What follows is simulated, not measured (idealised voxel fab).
This section sets out a process module, namely voxel self aligned vias.
Cross-section cut spans 150 nm and uses square cells 5 nm in size.
When this document writes out a cross-section, it uses a grid of square cells and lists it as bands, beginning at the top and moving down, with a band standing for one or more rows of cells. Quick guide to a band line: top height, bottom height (nm) up front; then every material left to right with its width in nm. Only one material and it's marked "edge to edge"? Then it fills the band edge to edge. And "empty" just means empty space. Beneath 0, the wafer as received is one material, and that level is where height counting begins. The lowest band goes on downward without a bottom; it is written like "from 0 down". Read "30 to 40" as a graded width: first number on top, second number at the bottom, same change between each pair of neighbouring rows. "left unchanged" -> step changed no cross-section cell. Entry "Closed void roster". Content: empty spaces with no open connection to the top, size 8 cells or greater. Each: width x height at distance. Distance: from left edge. Unit: nm. Text after the settings on a step's line: the simulator's own remark on that step. What "overlay nm" on a step's line means: if the step has a mask, that mask lay this far to the right of its planned place, or, when the value is negative, to the left.
PROCESS STEPS - PLAN
1. RECEIVE | material Si
2. CONFORMAL_DEP | material SiO2 | thk nm 10
3. CONFORMAL_DEP | material SiCN | thk nm 5
4. DIRECTIONAL_DEP | material SiO2 | thk nm 30
5. MASKED_ETCH | tone open | mask id LINES | width nm 30 | pitch nm 55 | etch materials SiO2 | depth nm 30 | overlay nm 0
6. CONFORMAL_DEP | material TiN | thk nm 5
7. FILL_DEP | material Ru | thk nm 5
8. CMP | height nm 45
9. SELECTIVE_ETCH | etch materials W Ru TiN | depth nm 10
10. FILL_DEP | material SiN | thk nm 10
11. CMP | height nm 45
12. DIRECTIONAL_DEP | material SiO2 | thk nm 15
13. PATTERN | tone open | mask id VIAS | material resist | width nm 40 | thk nm 20 | overlay nm 0
14. DIRECTIONAL_ETCH | etch materials SiO2 | depth nm 15
15. DIRECTIONAL_ETCH | etch materials SiN | depth nm 10
16. STRIP | etch materials resist
17. CONFORMAL_DEP | material TiN | thk nm 5
18. FILL_DEP | material Cu | thk nm 5
19. CMP | height nm 60
20. CONFORMAL_DEP | material SiCN | thk nm 5
FIRST OF THE TWO WAFERS, RUN PER PLAN
SHOWN IN CROSS-SECTION IS THE WAFER AS RECEIVED, THAT IS, AS IT STANDS AFTER STEP 1
    from 0 down = Si edge to edge
    Closed void roster: none
PRESENTED HERE IS A CROSS-SECTION OF THE WAFER AFTER STEP 2 HAS BEEN PERFORMED
    from 10 to 0 = SiO2 edge to edge
    Below 0, no change.
PRESENTED HERE IS A CROSS-SECTION OF THE WAFER AFTER STEP 3 HAS BEEN PERFORMED
    from 15 to 10 = SiCN edge to edge
    Below 10, no change.
PRESENTED HERE IS A CROSS-SECTION OF THE WAFER AFTER STEP 4 HAS BEEN PERFORMED
    from 45 to 15 = SiO2 edge to edge
    Below 15, no change.
PRESENTED HERE IS A CROSS-SECTION OF THE WAFER AFTER STEP 5 HAS BEEN PERFORMED
    from 45 to 15 = 30 of SiO2, then 30 of empty, then 25 of SiO2, then 30 of empty, then 35 of SiO2
    Below 15, no change.
PRESENTED HERE IS A CROSS-SECTION OF THE WAFER AFTER STEP 6 HAS BEEN PERFORMED
    from 50 to 45 = 35 of TiN, then 20 of empty, then 35 of TiN, then 20 of empty, then 40 of TiN
    from 45 to 20 = 30 of SiO2, then 5 of TiN, then 20 of empty, then 5 of TiN, then 25 of SiO2, then 5 of TiN, then 20 of empty, then 5 of TiN, then 35 of SiO2
    from 20 to 15 = 30 of SiO2, then 30 of TiN, then 25 of SiO2, then 30 of TiN, then 35 of SiO2
    Below 15, no change.
PRESENTED HERE IS A CROSS-SECTION OF THE WAFER AFTER STEP 7 HAS BEEN PERFORMED
    from 55 to 50 = Ru edge to edge
    from 50 to 45 = 35 of TiN, then 20 of Ru, then 35 of TiN, then 20 of Ru, then 40 of TiN
    from 45 to 20 = 30 of SiO2, then 5 of TiN, then 20 of Ru, then 5 of TiN, then 25 of SiO2, then 5 of TiN, then 20 of Ru, then 5 of TiN, then 35 of SiO2
    Below 20, no change.
PRESENTED HERE IS A CROSS-SECTION OF THE WAFER AFTER STEP 8 HAS BEEN PERFORMED
    from 45 to 20 = 30 of SiO2, then 5 of TiN, then 20 of Ru, then 5 of TiN, then 25 of SiO2, then 5 of TiN, then 20 of Ru, then 5 of TiN, then 35 of SiO2
    Below 20, no change.
PRESENTED HERE IS A CROSS-SECTION OF THE WAFER AFTER STEP 9 HAS BEEN PERFORMED
    from 45 to 35 = 30 of SiO2, then 30 of empty, then 25 of SiO2, then 30 of empty, then 35 of SiO2
    Below 35, no change.
PRESENTED HERE IS A CROSS-SECTION OF THE WAFER AFTER STEP 10 HAS BEEN PERFORMED
    from 55 to 45 = SiN edge to edge
    from 45 to 35 = 30 of SiO2, then 30 of SiN, then 25 of SiO2, then 30 of SiN, then 35 of SiO2
    Below 35, no change.
PRESENTED HERE IS A CROSS-SECTION OF THE WAFER AFTER STEP 11 HAS BEEN PERFORMED
    from 45 to 35 = 30 of SiO2, then 30 of SiN, then 25 of SiO2, then 30 of SiN, then 35 of SiO2
    Below 35, no change.
PRESENTED HERE IS A CROSS-SECTION OF THE WAFER AFTER STEP 12 HAS BEEN PERFORMED
    from 60 to 45 = SiO2 edge to edge
    Below 45, no change.
PRESENTED HERE IS A CROSS-SECTION OF THE WAFER AFTER STEP 13 HAS BEEN PERFORMED
    from 80 to 60 = 25 of resist, then 40 of empty, then 85 of resist
    Below 60, no change.
PRESENTED HERE IS A CROSS-SECTION OF THE WAFER AFTER STEP 14 HAS BEEN PERFORMED
    from 80 to 60 = 25 of resist, then 40 of empty, then 85 of resist
    from 60 to 45 = 25 of SiO2, then 40 of empty, then 85 of SiO2
    Below 45, no change.
PRESENTED HERE IS A CROSS-SECTION OF THE WAFER AFTER STEP 15 HAS BEEN PERFORMED
    from 80 to 60 = 25 of resist, then 40 of empty, then 85 of resist
    from 60 to 45 = 25 of SiO2, then 40 of empty, then 85 of SiO2
    from 45 to 35 = 30 of SiO2, then 30 of empty, then 25 of SiO2, then 30 of SiN, then 35 of SiO2
    Below 35, no change.
PRESENTED HERE IS A CROSS-SECTION OF THE WAFER AFTER STEP 16 HAS BEEN PERFORMED
    from 60 to 45 = 25 of SiO2, then 40 of empty, then 85 of SiO2
    Below 45, no change.
PRESENTED HERE IS A CROSS-SECTION OF THE WAFER AFTER STEP 17 HAS BEEN PERFORMED
    from 65 to 60 = 30 of TiN, then 30 of empty, then 90 of TiN
    from 60 to 50 = 25 of SiO2, then 5 of TiN, then 30 of empty, then 5 of TiN, then 85 of SiO2
    from 50 to 45 = 25 of SiO2, then 10 of TiN, then 20 of empty, then 10 of TiN, then 85 of SiO2
    from 45 to 40 = 30 of SiO2, then 5 of TiN, then 20 of empty, then 5 of TiN, then 25 of SiO2, then 30 of SiN, then 35 of SiO2
    from 40 to 35 = 30 of SiO2, then 30 of TiN, then 25 of SiO2, then 30 of SiN, then 35 of SiO2
    Below 35, no change.
PRESENTED HERE IS A CROSS-SECTION OF THE WAFER AFTER STEP 18 HAS BEEN PERFORMED
    from 70 to 65 = Cu edge to edge
    from 65 to 60 = 30 of TiN, then 30 of Cu, then 90 of TiN
    from 60 to 50 = 25 of SiO2, then 5 of TiN, then 30 of Cu, then 5 of TiN, then 85 of SiO2
    from 50 to 45 = 25 of SiO2, then 10 of TiN, then 20 of Cu, then 10 of TiN, then 85 of SiO2
    from 45 to 40 = 30 of SiO2, then 5 of TiN, then 20 of Cu, then 5 of TiN, then 25 of SiO2, then 30 of SiN, then 35 of SiO2
    Below 40, no change.
PRESENTED HERE IS A CROSS-SECTION OF THE WAFER AFTER STEP 19 HAS BEEN PERFORMED
    from 60 to 50 = 25 of SiO2, then 5 of TiN, then 30 of Cu, then 5 of TiN, then 85 of SiO2
    Below 50, no change.
PRESENTED HERE IS A CROSS-SECTION OF THE WAFER AFTER STEP 20 HAS BEEN PERFORMED
    from 65 to 60 = SiCN edge to edge
    Below 60, no change.
HERE THE SECOND WAFER IS DESCRIBED. ITS START AND ITS PLAN WERE THOSE OF THE FIRST WAFER. ITS RUN CONTAINED ONE MISTAKE. UP TO AND INCLUDING STEP 12, IT DID EXACTLY WHAT THE FIRST WAFER DID
CROSS-SECTION, SECOND WAFER, AT THE END TIME THE PLAN GIVES FOR STEP 13
    from 80 to 60 = 15 of resist, then 40 of empty, then 95 of resist
    Below 60, no change.
CROSS-SECTION, SECOND WAFER, AT THE END TIME THE PLAN GIVES FOR STEP 14
    from 80 to 60 = 15 of resist, then 40 of empty, then 95 of resist
    from 60 to 45 = 15 of SiO2, then 40 of empty, then 95 of SiO2
    Below 45, no change.
CROSS-SECTION, SECOND WAFER, AT THE END TIME THE PLAN GIVES FOR STEP 15
    from 80 to 60 = 15 of resist, then 40 of empty, then 95 of resist
    from 60 to 45 = 15 of SiO2, then 40 of empty, then 95 of SiO2
    from 45 to 35 = 30 of SiO2, then 25 of empty, then 5 of SiN, then 25 of SiO2, then 30 of SiN, then 35 of SiO2
    Below 35, no change.
CROSS-SECTION, SECOND WAFER, AT THE END TIME THE PLAN GIVES FOR STEP 16
    from 60 to 45 = 15 of SiO2, then 40 of empty, then 95 of SiO2
    Below 45, no change.
CROSS-SECTION, SECOND WAFER, AT THE END TIME THE PLAN GIVES FOR STEP 17
    from 65 to 60 = 20 of TiN, then 30 of empty, then 100 of TiN
    from 60 to 50 = 15 of SiO2, then 5 of TiN, then 30 of empty, then 5 of TiN, then 95 of SiO2
    from 50 to 45 = 15 of SiO2, then 20 of TiN, then 15 of empty, then 5 of TiN, then 95 of SiO2
    from 45 to 40 = 30 of SiO2, then 5 of TiN, then 15 of empty, then 5 of TiN, then 5 of SiN, then 25 of SiO2, then 30 of SiN, then 35 of SiO2
    from 40 to 35 = 30 of SiO2, then 25 of TiN, then 5 of SiN, then 25 of SiO2, then 30 of SiN, then 35 of SiO2
    Below 35, no change.
CROSS-SECTION, SECOND WAFER, AT THE END TIME THE PLAN GIVES FOR STEP 18
    from 70 to 65 = Cu edge to edge
    from 65 to 60 = 20 of TiN, then 30 of Cu, then 100 of TiN
    from 60 to 50 = 15 of SiO2, then 5 of TiN, then 30 of Cu, then 5 of TiN, then 95 of SiO2
    from 50 to 45 = 15 of SiO2, then 20 of TiN, then 15 of Cu, then 5 of TiN, then 95 of SiO2
    from 45 to 40 = 30 of SiO2, then 5 of TiN, then 15 of Cu, then 5 of TiN, then 5 of SiN, then 25 of SiO2, then 30 of SiN, then 35 of SiO2
    Below 40, no change.
CROSS-SECTION, SECOND WAFER, AT THE END TIME THE PLAN GIVES FOR STEP 19
    from 60 to 50 = 15 of SiO2, then 5 of TiN, then 30 of Cu, then 5 of TiN, then 95 of SiO2
    Below 50, no change.
CROSS-SECTION, SECOND WAFER, AT THE END TIME THE PLAN GIVES FOR STEP 20
    from 65 to 60 = SiCN edge to edge
    Below 60, no change.
Where did the run depart from the plan? step 13 deviated from plan and actually ran as PATTERN | tone open | mask id VIAS | material resist | width nm 40 | thk nm 20 | overlay nm -10
Count the cells at the end and the second wafer has more or fewer of some materials than the first: Cu -2, SiN +2
